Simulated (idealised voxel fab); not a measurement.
process module | voxel released beams
cross-section cut | 275 nm wide | cells 5 nm
A cross-section is a grid of square cells, given in bands from the top down. A band is one or more rows of cells.
Each band's line starts with the height of the band's top and of its bottom, in nm. Then come its materials from left to right, each with its width in nm. One material with "throughout" fills the band from edge to edge. "air" is empty space.
Height 0 is the level under which the wafer as received is all one material. The lowest band goes on downwards, as in "0 down".
A width such as "30 to 40" changes by the same amount from each row of cells to the next, from the band's top row to its bottom row.
"no change" after a step means that no cell of the cross-section changed.
closed voids: empty space of 8 cells or more with no open way to the top, each as width x height at its distance from the left edge, in nm
after a step's settings: what the simulator itself notes on the step
overlay nm, on a step with a mask: how far to the right of its planned place the mask lay; to the left if negative
plan
1 op RECEIVE | material Si
2 op CONFORMAL_DEP | material SiN | thk nm 5
3 op DIRECTIONAL_DEP | material SiO2 | thk nm 20
4 op MASKED_ETCH | tone open | mask id ANCHOR | width nm 35 | etch materials SiO2 | depth nm 20 | overlay nm 0
5 op CONFORMAL_DEP | material TiN | thk nm 10
6 op MASKED_ETCH | tone cover | mask id BEAM | width nm 85 | etch materials TiN | depth nm 10 | overlay nm 0
7 op STRIP | etch materials SiO2
as received, after step 1
  0 down: Si throughout
  closed voids: none
first wafer at the end, as planned
  35 to 25: air 90 | TiN 15 | air 15 | TiN 55 | air 100
  25 to 15: air 95 | TiN 10 | air 15 | TiN 10 | air 145
  15 to 5: air 95 | TiN 35 | air 145
  5 to 0: SiN throughout
  0 down: Si throughout
  closed voids: none
second wafer at the end: like start, like plan, one mistake
  35 to 25: air 90 | TiN 50 | air 135
  25 to 15: air 85 | TiN 10 | SiO2 35 | TiN 10 | air 135
  15 to 5: air 85 | TiN 10 | SiO2 35 | TiN 45 | air 100
  5 to 0: SiN throughout
  0 down: Si throughout
  closed voids: none
what went wrong: step 4 ran as: op MASKED_ETCH | tone cover | mask id ANCHOR | width nm 35 | etch materials SiO2 | depth nm 20 | overlay nm 0
at the end the second wafer has, in cells: 28 more of SiO2
